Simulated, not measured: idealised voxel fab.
The following is a process module called voxel wiring stack.
In the cross-section labelled cut, the width is 255 nm and each square cell is 5 nm.
Cross-section layout: square cells on a grid; listed as bands, top to bottom; a band spans one or more cell rows.
Band entry format. Leading values: height of top, height of bottom, nm. Remainder: materials in left-to-right order, each with its width in nm. Special words: "all across" on a single material, which then fills the band edge to edge; "air", empty space.
The level at which height equals 0 is the one under which the wafer, as it arrives, is entirely one material. No lower edge exists for the bottom band, which continues downward and is notated as in "0 nm and below".
It should be noted that a width expressed as "30..40" varies in equal increments from row to row of cells within the band, taking the value of the first number at the top row and that of the second number at the bottom row.
Where the words "no change occurred" appear for a step, the cross-section shows no cell changed by that step; every cell remained as before.
"Closed cavities": sealed empty spaces, 8 cells or more, no open way to top, listed width x height at distance, with distance from the left edge and width, height and distance in nm.
Past the settings on a step's line: simulator remark, on that step.
If you see "overlay nm" on a step's line and that step has a mask, it's telling you how far right of where it was planned the mask ended up; a negative number means it went left instead.
Reading guide: pairs of cross-sections, before and after one process step; after view cut off at lowest changed band; step and settings listed under each pair. Pairs may stem from different runs of this module on the same starting wafer; continuity with the pair above only where the "State on entry" entry states it.
State on entry:
* 105 nm to 100 nm = 65 TiN | 5 air | 50 TiN | 5 air | 50 TiN | 5 air | 75 TiN
* 100 nm to 95 nm = 60 SiCN | 15 TiN | 40 SiCN | 15 TiN | 40 SiCN | 15 TiN | 70 SiCN
* 95 nm to 70 nm = lowk all across
* 70 nm to 60 nm = 60 lowk | 5 TiN | 15 Ru | 5 TiN | 30 lowk | 5 TiN | 15 Ru | 5 TiN | 30 lowk | 5 TiN | 15 Ru | 5 TiN | 60 lowk
* 60 nm to 55 nm = 60 lowk | 5 TiN | 5 Ru | 15 TiN | 30 lowk | 5 TiN | 5 Ru | 15 TiN | 30 lowk | 5 TiN | 5 Ru | 15 TiN | 60 lowk
* 55 nm to 45 nm = 60 lowk | 5 TiN | 5 Ru | 5 TiN | 40 lowk | 5 TiN | 5 Ru | 5 TiN | 40 lowk | 5 TiN | 5 Ru | 5 TiN | 70 lowk
* 45 nm to 40 nm = 60 SiCN | 15 TiN | 40 SiCN | 15 TiN | 40 SiCN | 15 TiN | 70 SiCN
* 40 nm to 35 nm = 55 SiCN | 35 Ru | 20 SiCN | 35 Ru | 20 SiCN | 35 Ru | 55 SiCN
* 35 nm to 15 nm = 60 SiO2 | 5 TiN | 15 W | 5 TiN | 30 SiO2 | 5 TiN | 15 W | 5 TiN | 30 SiO2 | 5 TiN | 15 W | 5 TiN | 60 SiO2
* 15 nm to 10 nm = 60 SiCN | 25 TiN | 30 SiCN | 25 TiN | 30 SiCN | 25 TiN | 60 SiCN
* 10 nm to 0 nm = SiO2 all across
* 0 nm and below = Si all across
* Closed cavities: none
Post-Step Geometry:
* 115 nm to 105 nm = Cu all across
* 105 nm to 100 nm = 65 TiN | 5 Cu | 50 TiN | 5 Cu | 50 TiN | 5 Cu | 75 TiN
* Everything under 100 stays put, no change at all.
* Closed cavities: none
What step was run between the cross-section before it and the cross-section after it, both above? FILL_DEP [material Cu] [thk nm 10]
State on entry: unchanged from the after cross-section in the pair immediately above; refer to that figure.
Post-Step Geometry:
* 100 nm to 95 nm = 60 SiCN | 15 TiN | 40 SiCN | 15 TiN | 40 SiCN | 15 TiN | 70 SiCN
* Everything under 95 stays put, no change at all.
* Closed cavities: none
What step was run between the cross-section before it and the cross-section after it, both above? CMP [height nm 100]
State on entry: unchanged from the after cross-section in the pair immediately above; refer to that figure.
Post-Step Geometry:
* 105 nm to 100 nm = SiN all across
* Everything under 100 stays put, no change at all.
* Closed cavities: none
What step was run between the cross-section before it and the cross-section after it, both above? CONFORMAL_DEP [material SiN] [thk nm 5]
State on entry:
* 0 nm and below = Si all across
* Closed cavities: none
Post-Step Geometry:
* 15 nm to 0 nm = SiO2 all across
* Everything under 0 stays put, no change at all.
* Closed cavities: none
What step was run between the cross-section before it and the cross-section after it, both above? CONFORMAL_DEP [material SiO2] [thk nm 15]
State on entry: unchanged from the after cross-section in the pair immediately above; refer to that figure.
Post-Step Geometry:
* 20 nm to 15 nm = SiCN all across
* Everything under 15 stays put, no change at all.
* Closed cavities: none
What step was run between the cross-section before it and the cross-section after it, both above? CONFORMAL_DEP [material SiCN] [thk nm 5]
State on entry: unchanged from the after cross-section in the pair immediately above; refer to that figure.
Post-Step Geometry:
* 40 nm to 20 nm = SiO2 all across
* Everything under 20 stays put, no change at all.
* Closed cavities: none
What step was run between the cross-section before it and the cross-section after it, both above? DIRECTIONAL_DEP [material SiO2] [thk nm 20]
State on entry: unchanged from the after cross-section in the pair immediately above; refer to that figure.
Post-Step Geometry:
* 40 nm to 20 nm = 60 SiO2 | 25 air | 30 SiO2 | 25 air | 30 SiO2 | 25 air | 60 SiO2
* Everything under 20 stays put, no change at all.
* Closed cavities: none
What step was run between the cross-section before it and the cross-section after it, both above? MASKED_ETCH [tone open] [mask id METAL_1] [width nm 25] [pitch nm 55] [etch materials SiO2] [depth nm 20] [overlay nm 0]
State on entry: unchanged from the after cross-section in the pair immediately above; refer to that figure.
Post-Step Geometry:
* 40 nm to 20 nm = 60 SiO2 | 25 air | 30 SiO2 | 25 air | 30 SiO2 | 25 air | 60 SiO2
* 20 nm to 15 nm = 60 SiCN | 25 air | 30 SiCN | 25 air | 30 SiCN | 25 air | 60 SiCN
* Everything under 15 stays put, no change at all.
* Closed cavities: none
What step was run between the cross-section before it and the cross-section after it, both above? MASKED_ETCH [tone open] [mask id METAL_1] [width nm 25] [pitch nm 55] [etch materials SiCN] [depth nm 5] [overlay nm 0]
State on entry: unchanged from the after cross-section in the pair immediately above; refer to that figure.
Post-Step Geometry:
* 45 nm to 40 nm = 65 TiN | 15 air | 40 TiN | 15 air | 40 TiN | 15 air | 65 TiN
* 40 nm to 20 nm = 60 SiO2 | 5 TiN | 15 air | 5 TiN | 30 SiO2 | 5 TiN | 15 air | 5 TiN | 30 SiO2 | 5 TiN | 15 air | 5 TiN | 60 SiO2
* 20 nm to 15 nm = 60 SiCN | 25 TiN | 30 SiCN | 25 TiN | 30 SiCN | 25 TiN | 60 SiCN
* Everything under 15 stays put, no change at all.
* Closed cavities: none
What step was run between the cross-section before it and the cross-section after it, both above? CONFORMAL_DEP [material TiN] [thk nm 5]
State on entry: unchanged from the after cross-section in the pair immediately above; refer to that figure.
Post-Step Geometry:
* 50 nm to 45 nm = W all across
* 45 nm to 40 nm = 65 TiN | 15 W | 40 TiN | 15 W | 40 TiN | 15 W | 65 TiN
* 40 nm to 20 nm = 60 SiO2 | 5 TiN | 15 W | 5 TiN | 30 SiO2 | 5 TiN | 15 W | 5 TiN | 30 SiO2 | 5 TiN | 15 W | 5 TiN | 60 SiO2
* Everything under 20 stays put, no change at all.
* Closed cavities: none
What step was run between the cross-section before it and the cross-section after it, both above? FILL_DEP [material W] [thk nm 5]
State on entry: unchanged from the after cross-section in the pair immediately above; refer to that figure.
Post-Step Geometry:
* 35 nm to 20 nm = 60 SiO2 | 5 TiN | 15 W | 5 TiN | 30 SiO2 | 5 TiN | 15 W | 5 TiN | 30 SiO2 | 5 TiN | 15 W | 5 TiN | 60 SiO2
* Everything under 20 stays put, no change at all.
* Closed cavities: none
What step was run between the cross-section before it and the cross-section after it, both above? CMP [height nm 35]
State on entry: unchanged from the after cross-section in the pair immediately above; refer to that figure.
Post-Step Geometry:
* 40 nm to 35 nm = 55 air | 35 Ru | 20 air | 35 Ru | 20 air | 35 Ru | 55 air
* Everything under 35 stays put, no change at all.
* Closed cavities: none
What step was run between the cross-section before it and the cross-section after it, both above? EPI [material Ru] [thk nm 5]
State on entry: unchanged from the after cross-section in the pair immediately above; refer to that figure.
Post-Step Geometry:
* 45 nm to 40 nm = SiCN all across
* 40 nm to 35 nm = 55 SiCN | 35 Ru | 20 SiCN | 35 Ru | 20 SiCN | 35 Ru | 55 SiCN
* Everything under 35 stays put, no change at all.
* Closed cavities: none
What step was run between the cross-section before it and the cross-section after it, both above? FILL_DEP [material SiCN] [thk nm 5]
State on entry: unchanged from the after cross-section in the pair immediately above; refer to that figure.
Post-Step Geometry:
* 70 nm to 45 nm = lowk all across
* Everything under 45 stays put, no change at all.
* Closed cavities: none
What step was run between the cross-section before it and the cross-section after it, both above? DIRECTIONAL_DEP [material lowk] [thk nm 25]
State on entry: unchanged from the after cross-section in the pair immediately above; refer to that figure.
Post-Step Geometry:
* 80 nm to 70 nm = aC all across
* Everything under 70 stays put, no change at all.
* Closed cavities: none
What step was run between the cross-section before it and the cross-section after it, both above? DIRECTIONAL_DEP [material aC] [thk nm 10]
State on entry: unchanged from the after cross-section in the pair immediately above; refer to that figure.
Post-Step Geometry:
* 110 nm to 80 nm = 60 resist | 15 air | 40 resist | 15 air | 40 resist | 15 air | 70 resist
* Everything under 80 stays put, no change at all.
* Closed cavities: none
What step was run between the cross-section before it and the cross-section after it, both above? PATTERN [tone open] [mask id METAL_2_HOLES] [material resist] [width nm 15] [pitch nm 55] [thk nm 30] [overlay nm 0]
State on entry: unchanged from the after cross-section in the pair immediately above; refer to that figure.
Post-Step Geometry:
* 100 nm to 80 nm = 60 resist | 15 air | 40 resist | 15 air | 40 resist | 15 air | 70 resist
* 80 nm to 70 nm = 60 aC | 15 air | 40 aC | 15 air | 40 aC | 15 air | 70 aC
* Everything under 70 stays put, no change at all.
* Closed cavities: none
What step was run between the cross-section before it and the cross-section after it, both above? DIRECTIONAL_ETCH [etch materials aC] [depth nm 10]
State on entry: unchanged from the after cross-section in the pair immediately above; refer to that figure.
Post-Step Geometry:
* 80 nm to 70 nm = 60 aC | 15 air | 40 aC | 15 air | 40 aC | 15 air | 70 aC
* Everything under 70 stays put, no change at all.
* Closed cavities: none
What step was run between the cross-section before it and the cross-section after it, both above? STRIP [etch materials resist]
State on entry: unchanged from the after cross-section in the pair immediately above; refer to that figure.
Post-Step Geometry:
* 80 nm to 70 nm = 60 aC | 15 air | 40 aC | 15 air | 40 aC | 15 air | 70 aC
* 70 nm to 45 nm = 60 lowk | 15 air | 40 lowk | 15 air | 40 lowk | 15 air | 70 lowk
* Everything under 45 stays put, no change at all.
* Closed cavities: none
What step was run between the cross-section before it and the cross-section after it, both above? DIRECTIONAL_ETCH [etch materials lowk] [depth nm 25]
State on entry: unchanged from the after cross-section in the pair immediately above; refer to that figure.
Post-Step Geometry:
* 70 nm to 45 nm = 60 lowk | 15 air | 40 lowk | 15 air | 40 lowk | 15 air | 70 lowk
* Everything under 45 stays put, no change at all.
* Closed cavities: none
What step was run between the cross-section before it and the cross-section after it, both above? STRIP [etch materials aC]
State on entry: unchanged from the after cross-section in the pair immediately above; refer to that figure.
Post-Step Geometry:
* 90 nm to 70 nm = 60 resist | 25 air | 30 resist | 25 air | 30 resist | 25 air | 60 resist
* Everything under 70 stays put, no change at all.
* Closed cavities: none
What step was run between the cross-section before it and the cross-section after it, both above? PATTERN [tone open] [mask id METAL_2] [material resist] [width nm 25] [pitch nm 55] [thk nm 20] [overlay nm 0]
State on entry: unchanged from the after cross-section in the pair immediately above; refer to that figure.
Post-Step Geometry:
* 90 nm to 70 nm = 60 resist | 25 air | 30 resist | 25 air | 30 resist | 25 air | 60 resist
* 70 nm to 55 nm = 60 lowk | 25 air | 30 lowk | 25 air | 30 lowk | 25 air | 60 lowk
* Everything under 55 stays put, no change at all.
* Closed cavities: none
What step was run between the cross-section before it and the cross-section after it, both above? DIRECTIONAL_ETCH [etch materials lowk] [depth nm 15]
State on entry: unchanged from the after cross-section in the pair immediately above; refer to that figure.
Post-Step Geometry:
* 90 nm to 70 nm = 60 resist | 25 air | 30 resist | 25 air | 30 resist | 25 air | 60 resist
* 70 nm to 55 nm = 60 lowk | 25 air | 30 lowk | 25 air | 30 lowk | 25 air | 60 lowk
* 55 nm to 45 nm = 60 lowk | 15 air | 40 lowk | 15 air | 40 lowk | 15 air | 70 lowk
* 45 nm to 40 nm = 60 SiCN | 15 air | 40 SiCN | 15 air | 40 SiCN | 15 air | 70 SiCN
* Everything under 40 stays put, no change at all.
* Closed cavities: none
What step was run between the cross-section before it and the cross-section after it, both above? DIRECTIONAL_ETCH [etch materials SiCN] [depth nm 5]
State on entry: unchanged from the after cross-section in the pair immediately above; refer to that figure.
Post-Step Geometry:
* 70 nm to 55 nm = 60 lowk | 25 air | 30 lowk | 25 air | 30 lowk | 25 air | 60 lowk
* Everything under 55 stays put, no change at all.
* Closed cavities: none
What step was run between the cross-section before it and the cross-section after it, both above? STRIP [etch materials resist]
State on entry: unchanged from the after cross-section in the pair immediately above; refer to that figure.
Post-Step Geometry:
* 75 nm to 70 nm = 65 TiN | 15 air | 40 TiN | 15 air | 40 TiN | 15 air | 65 TiN
* 70 nm to 60 nm = 60 lowk | 5 TiN | 15 air | 5 TiN | 30 lowk | 5 TiN | 15 air | 5 TiN | 30 lowk | 5 TiN | 15 air | 5 TiN | 60 lowk
* 60 nm to 55 nm = 60 lowk | 5 TiN | 5 air | 15 TiN | 30 lowk | 5 TiN | 5 air | 15 TiN | 30 lowk | 5 TiN | 5 air | 15 TiN | 60 lowk
* 55 nm to 45 nm = 60 lowk | 5 TiN | 5 air | 5 TiN | 40 lowk | 5 TiN | 5 air | 5 TiN | 40 lowk | 5 TiN | 5 air | 5 TiN | 70 lowk
* 45 nm to 40 nm = 60 SiCN | 15 TiN | 40 SiCN | 15 TiN | 40 SiCN | 15 TiN | 70 SiCN
* Everything under 40 stays put, no change at all.
* Closed cavities: none
What step was run between the cross-section before it and the cross-section after it, both above? CONFORMAL_DEP [material TiN] [thk nm 5]
State on entry: unchanged from the after cross-section in the pair immediately above; refer to that figure.
Post-Step Geometry:
* 85 nm to 75 nm = Ru all across
* 75 nm to 70 nm = 65 TiN | 15 Ru | 40 TiN | 15 Ru | 40 TiN | 15 Ru | 65 TiN
* 70 nm to 60 nm = 60 lowk | 5 TiN | 15 Ru | 5 TiN | 30 lowk | 5 TiN | 15 Ru | 5 TiN | 30 lowk | 5 TiN | 15 Ru | 5 TiN | 60 lowk
* 60 nm to 55 nm = 60 lowk | 5 TiN | 5 Ru | 15 TiN | 30 lowk | 5 TiN | 5 Ru | 15 TiN | 30 lowk | 5 TiN | 5 Ru | 15 TiN | 60 lowk
* 55 nm to 45 nm = 60 lowk | 5 TiN | 5 Ru | 5 TiN | 40 lowk | 5 TiN | 5 Ru | 5 TiN | 40 lowk | 5 TiN | 5 Ru | 5 TiN | 70 lowk
* Everything under 45 stays put, no change at all.
* Closed cavities: none
What step was run between the cross-section before it and the cross-section after it, both above? FILL_DEP [material Ru] [thk nm 10]
State on entry: unchanged from the after cross-section in the pair immediately above; refer to that figure.
Post-Step Geometry:
* 70 nm to 60 nm = 60 lowk | 5 TiN | 15 Ru | 5 TiN | 30 lowk | 5 TiN | 15 Ru | 5 TiN | 30 lowk | 5 TiN | 15 Ru | 5 TiN | 60 lowk
* Everything under 60 stays put, no change at all.
* Closed cavities: none
What step was run between the cross-section before it and the cross-section after it, both above? CMP [height nm 70]
State on entry: unchanged from the after cross-section in the pair immediately above; refer to that figure.
Post-Step Geometry:
* 75 nm to 70 nm = SiCN all across
* Everything under 70 stays put, no change at all.
* Closed cavities: none
What step was run between the cross-section before it and the cross-section after it, both above? CONFORMAL_DEP [material SiCN] [thk nm 5]
State on entry: unchanged from the after cross-section in the pair immediately above; refer to that figure.
Post-Step Geometry:
* 100 nm to 75 nm = lowk all across
* Everything under 75 stays put, no change at all.
* Closed cavities: none
What step was run between the cross-section before it and the cross-section after it, both above? DIRECTIONAL_DEP [material lowk] [thk nm 25]
State on entry: unchanged from the after cross-section in the pair immediately above; refer to that figure.
Post-Step Geometry:
* 115 nm to 100 nm = aC all across
* Everything under 100 stays put, no change at all.
* Closed cavities: none
What step was run between the cross-section before it and the cross-section after it, both above? DIRECTIONAL_DEP [material aC] [thk nm 15]
State on entry: unchanged from the after cross-section in the pair immediately above; refer to that figure.
Post-Step Geometry:
* 145 nm to 115 nm = 60 resist | 25 air | 30 resist | 25 air | 30 resist | 25 air | 60 resist
* Everything under 115 stays put, no change at all.
* Closed cavities: none
What step was run between the cross-section before it and the cross-section after it, both above? PATTERN [tone open] [mask id METAL_3] [material resist] [width nm 25] [pitch nm 55] [thk nm 30] [overlay nm 0]
State on entry: unchanged from the after cross-section in the pair immediately above; refer to that figure.
Post-Step Geometry:
* 130 nm to 115 nm = 60 resist | 25 air | 30 resist | 25 air | 30 resist | 25 air | 60 resist
* 115 nm to 100 nm = 60 aC | 25 air | 30 aC | 25 air | 30 aC | 25 air | 60 aC
* Everything under 100 stays put, no change at all.
* Closed cavities: none
What step was run between the cross-section before it and the cross-section after it, both above? DIRECTIONAL_ETCH [etch materials aC] [depth nm 15]
State on entry: unchanged from the after cross-section in the pair immediately above; refer to that figure.
Post-Step Geometry:
* 115 nm to 100 nm = 60 aC | 25 air | 30 aC | 25 air | 30 aC | 25 air | 60 aC
* Everything under 100 stays put, no change at all.
* Closed cavities: none
What step was run between the cross-section before it and the cross-section after it, both above? STRIP [etch materials resist]
State on entry: unchanged from the after cross-section in the pair immediately above; refer to that figure.
Post-Step Geometry:
* 115 nm to 100 nm = 60 aC | 25 air | 30 aC | 25 air | 30 aC | 25 air | 60 aC
* 100 nm to 85 nm = 60 lowk | 25 air | 30 lowk | 25 air | 30 lowk | 25 air | 60 lowk
* Everything under 85 stays put, no change at all.
* Closed cavities: none
What step was run between the cross-section before it and the cross-section after it, both above? DIRECTIONAL_ETCH [etch materials lowk] [depth nm 15]
State on entry: unchanged from the after cross-section in the pair immediately above; refer to that figure.
Post-Step Geometry:
* 100 nm to 85 nm = 60 lowk | 25 air | 30 lowk | 25 air | 30 lowk | 25 air | 60 lowk
* Everything under 85 stays put, no change at all.
* Closed cavities: none
What step was run between the cross-section before it and the cross-section after it, both above? STRIP [etch materials aC]
State on entry: unchanged from the after cross-section in the pair immediately above; refer to that figure.
Post-Step Geometry:
* 120 nm to 100 nm = 60 resist | 15 air | 40 resist | 15 air | 40 resist | 15 air | 70 resist
* 100 nm to 85 nm = 60 lowk | 15 air | 10 resist | 30 lowk | 15 air | 10 resist | 30 lowk | 15 air | 10 resist | 60 lowk
* Everything under 85 stays put, no change at all.
* Closed cavities: none
What step was run between the cross-section before it and the cross-section after it, both above? PATTERN [tone open] [mask id METAL_3_HOLES] [material resist] [width nm 15] [pitch nm 55] [thk nm 20] [overlay nm 0]
State on entry: unchanged from the after cross-section in the pair immediately above; refer to that figure.
Post-Step Geometry:
* 120 nm to 100 nm = 60 resist | 15 air | 40 resist | 15 air | 40 resist | 15 air | 70 resist
* 100 nm to 85 nm = 60 lowk | 15 air | 10 resist | 30 lowk | 15 air | 10 resist | 30 lowk | 15 air | 10 resist | 60 lowk
* 85 nm to 75 nm = 60 lowk | 15 air | 40 lowk | 15 air | 40 lowk | 15 air | 70 lowk
* Everything under 75 stays put, no change at all.
* Closed cavities: none
What step was run between the cross-section before it and the cross-section after it, both above? DIRECTIONAL_ETCH [etch materials lowk] [depth nm 10]
State on entry: unchanged from the after cross-section in the pair immediately above; refer to that figure.
Post-Step Geometry:
* 120 nm to 100 nm = 60 resist | 15 air | 40 resist | 15 air | 40 resist | 15 air | 70 resist
* 100 nm to 85 nm = 60 lowk | 15 air | 10 resist | 30 lowk | 15 air | 10 resist | 30 lowk | 15 air | 10 resist | 60 lowk
* 85 nm to 75 nm = 60 lowk | 15 air | 40 lowk | 15 air | 40 lowk | 15 air | 70 lowk
* 75 nm to 70 nm = 60 SiCN | 15 air | 40 SiCN | 15 air | 40 SiCN | 15 air | 70 SiCN
* Everything under 70 stays put, no change at all.
* Closed cavities: none
What step was run between the cross-section before it and the cross-section after it, both above? DIRECTIONAL_ETCH [etch materials SiCN] [depth nm 5]
State on entry: unchanged from the after cross-section in the pair immediately above; refer to that figure.
Post-Step Geometry:
* 100 nm to 85 nm = 60 lowk | 25 air | 30 lowk | 25 air | 30 lowk | 25 air | 60 lowk
* Everything under 85 stays put, no change at all.
* Closed cavities: none
What step was run between the cross-section before it and the cross-section after it, both above? STRIP [etch materials resist]
State on entry: unchanged from the after cross-section in the pair immediately above; refer to that figure.
Post-Step Geometry:
* 105 nm to 100 nm = 65 TiN | 15 air | 40 TiN | 15 air | 40 TiN | 15 air | 65 TiN
* 100 nm to 90 nm = 60 lowk | 5 TiN | 15 air | 5 TiN | 30 lowk | 5 TiN | 15 air | 5 TiN | 30 lowk | 5 TiN | 15 air | 5 TiN | 60 lowk
* 90 nm to 85 nm = 60 lowk | 5 TiN | 5 air | 15 TiN | 30 lowk | 5 TiN | 5 air | 15 TiN | 30 lowk | 5 TiN | 5 air | 15 TiN | 60 lowk
* 85 nm to 75 nm = 60 lowk | 5 TiN | 5 air | 5 TiN | 40 lowk | 5 TiN | 5 air | 5 TiN | 40 lowk | 5 TiN | 5 air | 5 TiN | 70 lowk
* 75 nm to 70 nm = 60 SiCN | 15 TiN | 40 SiCN | 15 TiN | 40 SiCN | 15 TiN | 70 SiCN
* Everything under 70 stays put, no change at all.
* Closed cavities: none
What step was run between the cross-section before it and the cross-section after it, both above? CONFORMAL_DEP [material TiN] [thk nm 5]
State on entry: unchanged from the after cross-section in the pair immediately above; refer to that figure.
Post-Step Geometry:
* 115 nm to 105 nm = Cu all across
* 105 nm to 100 nm = 65 TiN | 15 Cu | 40 TiN | 15 Cu | 40 TiN | 15 Cu | 65 TiN
* 100 nm to 90 nm = 60 lowk | 5 TiN | 15 Cu | 5 TiN | 30 lowk | 5 TiN | 15 Cu | 5 TiN | 30 lowk | 5 TiN | 15 Cu | 5 TiN | 60 lowk
* 90 nm to 85 nm = 60 lowk | 5 TiN | 5 Cu | 15 TiN | 30 lowk | 5 TiN | 5 Cu | 15 TiN | 30 lowk | 5 TiN | 5 Cu | 15 TiN | 60 lowk
* 85 nm to 75 nm = 60 lowk | 5 TiN | 5 Cu | 5 TiN | 40 lowk | 5 TiN | 5 Cu | 5 TiN | 40 lowk | 5 TiN | 5 Cu | 5 TiN | 70 lowk
* Everything under 75 stays put, no change at all.
* Closed cavities: none
What step was run between the cross-section before it and the cross-section after it, both above? FILL_DEP [material Cu] [thk nm 10]
State on entry: unchanged from the after cross-section in the pair immediately above; refer to that figure.
Post-Step Geometry:
* 100 nm to 90 nm = 60 lowk | 5 TiN | 15 Cu | 5 TiN | 30 lowk | 5 TiN | 15 Cu | 5 TiN | 30 lowk | 5 TiN | 15 Cu | 5 TiN | 60 lowk
* Everything under 90 stays put, no change at all.
* Closed cavities: none
What step was run between the cross-section before it and the cross-section after it, both above? CMP [height nm 100]
State on entry: unchanged from the after cross-section in the pair immediately above; refer to that figure.
Post-Step Geometry:
* 105 nm to 100 nm = SiN all across
* Everything under 100 stays put, no change at all.
* Closed cavities: none
What step was run between the cross-section before it and the cross-section after it, both above? CONFORMAL_DEP [material SiN] [thk nm 5]
State on entry:
* 115 nm to 100 nm = aC all across
* 100 nm to 75 nm = lowk all across
* 75 nm to 70 nm = SiCN all across
* 70 nm to 60 nm = 60 lowk | 5 TiN | 15 Ru | 5 TiN | 30 lowk | 5 TiN | 15 Ru | 5 TiN | 30 lowk | 5 TiN | 15 Ru | 5 TiN | 60 lowk
* 60 nm to 55 nm = 60 lowk | 5 TiN | 5 Ru | 15 TiN | 30 lowk | 5 TiN | 5 Ru | 15 TiN | 30 lowk | 5 TiN | 5 Ru | 15 TiN | 60 lowk
* 55 nm to 45 nm = 60 lowk | 5 TiN | 5 Ru | 5 TiN | 40 lowk | 5 TiN | 5 Ru | 5 TiN | 40 lowk | 5 TiN | 5 Ru | 5 TiN | 70 lowk
* 45 nm to 40 nm = 60 SiCN | 15 TiN | 40 SiCN | 15 TiN | 40 SiCN | 15 TiN | 70 SiCN
* 40 nm to 35 nm = 55 SiCN | 35 Ru | 20 SiCN | 35 Ru | 20 SiCN | 35 Ru | 55 SiCN
* 35 nm to 15 nm = 60 SiO2 | 5 TiN | 15 W | 5 TiN | 30 SiO2 | 5 TiN | 15 W | 5 TiN | 30 SiO2 | 5 TiN | 15 W | 5 TiN | 60 SiO2
* 15 nm to 10 nm = 60 SiCN | 25 TiN | 30 SiCN | 25 TiN | 30 SiCN | 25 TiN | 60 SiCN
* 10 nm to 0 nm = SiO2 all across
* 0 nm and below = Si all across
* Closed cavities: none
Post-Step Geometry:
* 145 nm to 115 nm = 55 resist | 35 air | 20 resist | 35 air | 20 resist | 35 air | 55 resist
* Everything under 115 stays put, no change at all.
* Closed cavities: none
What step was run between the cross-section before it and the cross-section after it, both above? PATTERN [tone open] [mask id METAL_3] [material resist] [width nm 35] [pitch nm 55] [thk nm 30] [overlay nm 0]
State on entry: unchanged from the after cross-section in the pair immediately above; refer to that figure.
Post-Step Geometry:
* 130 nm to 115 nm = 55 resist | 35 air | 20 resist | 35 air | 20 resist | 35 air | 55 resist
* 115 nm to 100 nm = 55 aC | 35 air | 20 aC | 35 air | 20 aC | 35 air | 55 aC
* Everything under 100 stays put, no change at all.
* Closed cavities: none
What step was run between the cross-section before it and the cross-section after it, both above? DIRECTIONAL_ETCH [etch materials aC] [depth nm 15]
State on entry: unchanged from the after cross-section in the pair immediately above; refer to that figure.
Post-Step Geometry:
* 115 nm to 100 nm = 55 aC | 35 air | 20 aC | 35 air | 20 aC | 35 air | 55 aC
* Everything under 100 stays put, no change at all.
* Closed cavities: none
What step was run between the cross-section before it and the cross-section after it, both above? STRIP [etch materials resist]
State on entry: unchanged from the after cross-section in the pair immediately above; refer to that figure.
Post-Step Geometry:
* 115 nm to 100 nm = 55 aC | 35 air | 20 aC | 35 air | 20 aC | 35 air | 55 aC
* 100 nm to 85 nm = 55 lowk | 35 air | 20 lowk | 35 air | 20 lowk | 35 air | 55 lowk
* Everything under 85 stays put, no change at all.
* Closed cavities: none
What step was run between the cross-section before it and the cross-section after it, both above? DIRECTIONAL_ETCH [etch materials lowk] [depth nm 15]
State on entry: unchanged from the after cross-section in the pair immediately above; refer to that figure.
Post-Step Geometry:
* 100 nm to 85 nm = 55 lowk | 35 air | 20 lowk | 35 air | 20 lowk | 35 air | 55 lowk
* Everything under 85 stays put, no change at all.
* Closed cavities: none
What step was run between the cross-section before it and the cross-section after it, both above? STRIP [etch materials aC]
State on entry: unchanged from the after cross-section in the pair immediately above; refer to that figure.
Post-Step Geometry:
* 120 nm to 100 nm = 60 resist | 15 air | 40 resist | 15 air | 40 resist | 15 air | 70 resist
* 100 nm to 85 nm = 55 lowk | 5 resist | 15 air | 15 resist | 20 lowk | 5 resist | 15 air | 15 resist | 20 lowk | 5 resist | 15 air | 15 resist | 55 lowk
* Everything under 85 stays put, no change at all.
* Closed cavities: none
What step was run between the cross-section before it and the cross-section after it, both above? PATTERN [tone open] [mask id METAL_3_HOLES] [material resist] [width nm 15] [pitch nm 55] [thk nm 20] [overlay nm 0]
State on entry: unchanged from the after cross-section in the pair immediately above; refer to that figure.
Post-Step Geometry:
* 120 nm to 100 nm = 60 resist | 15 air | 40 resist | 15 air | 40 resist | 15 air | 70 resist
* 100 nm to 85 nm = 55 lowk | 5 resist | 15 air | 15 resist | 20 lowk | 5 resist | 15 air | 15 resist | 20 lowk | 5 resist | 15 air | 15 resist | 55 lowk
* 85 nm to 75 nm = 60 lowk | 15 air | 40 lowk | 15 air | 40 lowk | 15 air | 70 lowk
* Everything under 75 stays put, no change at all.
* Closed cavities: none
What step was run between the cross-section before it and the cross-section after it, both above? DIRECTIONAL_ETCH [etch materials lowk] [depth nm 10]
State on entry: unchanged from the after cross-section in the pair immediately above; refer to that figure.
Post-Step Geometry:
* 120 nm to 100 nm = 60 resist | 15 air | 40 resist | 15 air | 40 resist | 15 air | 70 resist
* 100 nm to 85 nm = 55 lowk | 5 resist | 15 air | 15 resist | 20 lowk | 5 resist | 15 air | 15 resist | 20 lowk | 5 resist | 15 air | 15 resist | 55 lowk
* 85 nm to 75 nm = 60 lowk | 15 air | 40 lowk | 15 air | 40 lowk | 15 air | 70 lowk
* 75 nm to 70 nm = 60 SiCN | 15 air | 40 SiCN | 15 air | 40 SiCN | 15 air | 70 SiCN
* Everything under 70 stays put, no change at all.
* Closed cavities: none
What step was run between the cross-section before it and the cross-section after it, both above? DIRECTIONAL_ETCH [etch materials SiCN] [depth nm 5]
State on entry: unchanged from the after cross-section in the pair immediately above; refer to that figure.
Post-Step Geometry:
* 100 nm to 85 nm = 55 lowk | 35 air | 20 lowk | 35 air | 20 lowk | 35 air | 55 lowk
* Everything under 85 stays put, no change at all.
* Closed cavities: none
What step was run between the cross-section before it and the cross-section after it, both above? STRIP [etch materials resist]
State on entry: unchanged from the after cross-section in the pair immediately above; refer to that figure.
Post-Step Geometry:
* 105 nm to 100 nm = 60 TiN | 25 air | 30 TiN | 25 air | 30 TiN | 25 air | 60 TiN
* 100 nm to 90 nm = 55 lowk | 5 TiN | 25 air | 5 TiN | 20 lowk | 5 TiN | 25 air | 5 TiN | 20 lowk | 5 TiN | 25 air | 5 TiN | 55 lowk
* 90 nm to 85 nm = 55 lowk | 10 TiN | 5 air | 20 TiN | 20 lowk | 10 TiN | 5 air | 20 TiN | 20 lowk | 10 TiN | 5 air | 20 TiN | 55 lowk
* 85 nm to 75 nm = 60 lowk | 5 TiN | 5 air | 5 TiN | 40 lowk | 5 TiN | 5 air | 5 TiN | 40 lowk | 5 TiN | 5 air | 5 TiN | 70 lowk
* 75 nm to 70 nm = 60 SiCN | 15 TiN | 40 SiCN | 15 TiN | 40 SiCN | 15 TiN | 70 SiCN
* Everything under 70 stays put, no change at all.
* Closed cavities: none
What step was run between the cross-section before it and the cross-section after it, both above? CONFORMAL_DEP [material TiN] [thk nm 5]
